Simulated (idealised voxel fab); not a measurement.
Process module heading - voxel plated lines
Cross-sectional view cut (width: 180 nm; square cell size: 5 nm).
Just so we're on the same page, the cross-sections are grids of square cells, and they're listed out in bands top to bottom, each band one or more rows deep. Heights first: top, then bottom, in nm. Then materials, left to right, each with a width in nm. "full width" on a single material: fills the band edge to edge. "air": empty space. A quick word on heights: they are counted from 0, and under that level the wafer as it came to us is one material throughout. The lowest band is different from the rest in having no bottom; it simply continues downward, written as in "from 0 down". A width given as "30 to 40" starts at the first number in the band's top row and ends at the second number in its bottom row, shifting by an equal amount at every step from row to row. Any step labelled "same as before" changed none of the cells in the cross-section. "Enclosed empty spaces" specifies each empty space that is not open to the top and that occupies no fewer than 8 cells, using the form width x height at distance, the distance measured from the left edge and all three quantities in nm. That trailing text on a step's line, after the settings, is the simulator's own remark on the step. If you see "overlay nm" on a step's line and that step has a mask, it's telling you how far right of where it was planned the mask ended up; a negative number means it went left instead.

Planned process steps
1. RECEIVE [material Si]
2. CONFORMAL_DEP [material Al2O3] [thk nm 5]
3. DIRECTIONAL_DEP [material TiN] [thk nm 5]
4. PATTERN [tone open] [mask id LINES] [material resist] [width nm 15] [pitch nm 35] [thk nm 40] [overlay nm 0]
5. EPI [material Ru] [thk nm 10]
6. EPI [material Ru] [thk nm 5]
7. EPI [material Ru] [thk nm 5]
8. STRIP [etch materials resist]
9. DIRECTIONAL_ETCH [etch materials TiN] [depth nm 5]
10. CONFORMAL_DEP [material SiCN] [thk nm 10]

Wafer, first of two, run as planned

Wafer as received: cross-section following step 1
- from 0 down | Si full width
- Enclosed empty spaces: none

Cross-section of the wafer subsequent to step 2
- from 5 to 0 | Al2O3 full width
- No changes below 0.

Cross-section of the wafer subsequent to step 3
- from 10 to 5 | TiN full width
- No changes below 5.

Cross-section of the wafer subsequent to step 4
- from 50 to 10 | resist 65, air 15, resist 20, air 15, resist 65
- No changes below 10.

Cross-section of the wafer subsequent to step 5
- from 50 to 20 | resist 65, air 15, resist 20, air 15, resist 65
- from 20 to 10 | resist 65, Ru 15, resist 20, Ru 15, resist 65
- No changes below 10.

Cross-section of the wafer subsequent to step 6
- from 50 to 25 | resist 65, air 15, resist 20, air 15, resist 65
- from 25 to 10 | resist 65, Ru 15, resist 20, Ru 15, resist 65
- No changes below 10.

Cross-section of the wafer subsequent to step 7
- from 50 to 30 | resist 65, air 15, resist 20, air 15, resist 65
- from 30 to 10 | resist 65, Ru 15, resist 20, Ru 15, resist 65
- No changes below 10.

Cross-section of the wafer subsequent to step 8
- from 30 to 10 | air 65, Ru 15, air 20, Ru 15, air 65
- No changes below 10.

Cross-section of the wafer subsequent to step 9
- from 30 to 10 | air 65, Ru 15, air 20, Ru 15, air 65
- from 10 to 5 | air 65, TiN 15, air 20, TiN 15, air 65
- No changes below 5.

Cross-section of the wafer subsequent to step 10
- from 40 to 30 | air 55, SiCN 70, air 55
- from 30 to 15 | air 55, SiCN 10, Ru 15, SiCN 20, Ru 15, SiCN 10, air 55
- from 15 to 10 | SiCN 65, Ru 15, SiCN 20, Ru 15, SiCN 65
- from 10 to 5 | SiCN 65, TiN 15, SiCN 20, TiN 15, SiCN 65
- No changes below 5.

Second wafer: same start and same plan as the first, one execution error; identical to the first through step 9

Second wafer, cut view, end of step 10 per plan
- from 35 to 30 | air 60, SiCN 25, air 10, SiCN 25, air 60
- from 30 to 10 | air 60, SiCN 5, Ru 15, SiCN 5, air 10, SiCN 5, Ru 15, SiCN 5, air 60
- from 10 to 5 | SiCN 65, TiN 15, SiCN 20, TiN 15, SiCN 65
- No changes below 5.
Error vs. plan: step 10 went in with a setting other than planned; the actual run was CONFORMAL_DEP [material SiCN] [thk nm 5]
Heads up, by the end the second wafer has more or fewer cells of some materials compared to the first: 56 fewer of SiCN
